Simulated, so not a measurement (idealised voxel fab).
Module name: voxel ribs on slabs (process module)
The figure presents cross-section cut, which has a width of 175 nm and is divided into square cells with an edge length of 5 nm.
A cross-section is written here as square cells arranged in a grid, and it is given in bands from the top down, each band taking up one or more rows of cells.
Top height, bottom height, nm. Materials left to right, width each, nm. Single material + "edge to edge" = fills band edge to edge. "blank" = empty.
It should be noted that heights are counted from 0, beneath which the wafer as supplied is of one material throughout, and that the lowest band possesses no lower boundary but continues downward, as written in "0 nm and below".
Width: "30 to 40" (first number = top row, second number = bottom row, same change from row to row of cells).
Step note "nothing altered" = no cross-section cell changed.
Closed empty spaces (no open way to the top) of 8 cells or more are what "Unvented voids" lists, each as width x height at distance from the left edge, nm for all three.
It should be noted that, on the line of a given step, the content following the step's settings is a remark produced by the simulator itself with respect to that step.
overlay nm: mask offset rightward from planned place, masked step; negative means leftward offset.

# Planned process steps
1) RECEIVE,material Si
2) DIRECTIONAL_DEP,material SiO2,thk nm 30
3) DIRECTIONAL_DEP,material SiN,thk nm 20
4) MASKED_ETCH,tone cover,mask id RIB,width nm 25,etch materials SiN,depth nm 5,overlay nm 0
5) PATTERN,tone cover,mask id SLAB,material resist,width nm 85,thk nm 15,overlay nm 0
6) DIRECTIONAL_ETCH,etch materials SiN,depth nm 15
7) STRIP,etch materials resist
8) FILL_DEP,material SiO2,thk nm 20
9) CMP,height nm 60
10) DIRECTIONAL_DEP,material W,thk nm 5
11) DIRECTIONAL_DEP,material aC,thk nm 10
12) PATTERN,tone cover,mask id HEATER,material resist,width nm 35,thk nm 30,overlay nm 0
13) DIRECTIONAL_ETCH,etch materials aC,depth nm 10
14) STRIP,etch materials resist
15) DIRECTIONAL_ETCH,etch materials W,depth nm 5
16) STRIP,etch materials aC
17) CONFORMAL_DEP,material SiN,thk nm 5

# As-received wafer cross-section (after step 1)
* 0 nm and below: Si edge to edge
* Unvented voids: none

# Post-module cross-section of the first of two wafers (run per plan)
* 70 nm to 65 nm: blank: 65  SiN: 45  blank: 65
* 65 nm to 60 nm: SiN: 70  W: 35  SiN: 70
* 60 nm to 50 nm: SiO2 edge to edge
* 50 nm to 45 nm: SiO2: 75  SiN: 25  SiO2: 75
* 45 nm to 30 nm: SiO2: 45  SiN: 85  SiO2: 45
* 30 nm to 0 nm: SiO2 edge to edge
* 0 nm and below: Si edge to edge
* Unvented voids: none

# What the second wafer looks like in cross-section once the module is done. Its start and its plan matched the first wafer's exactly; what differed was one mistake in how it was run
* 70 nm to 65 nm: blank: 65  SiN: 45  blank: 65
* 65 nm to 60 nm: SiN: 70  W: 35  SiN: 70
* 60 nm to 20 nm: SiO2 edge to edge
* 20 nm to 0 nm: SiN edge to edge
* 0 nm and below: Si edge to edge
* Unvented voids: none
What broke from the plan during processing? the intended sequence of steps 2 and 3 was reversed during processing, with each occupying the position of the other
Final cells, second wafer relative to first, materials higher or lower: 84 more of SiN, 84 fewer of SiO2
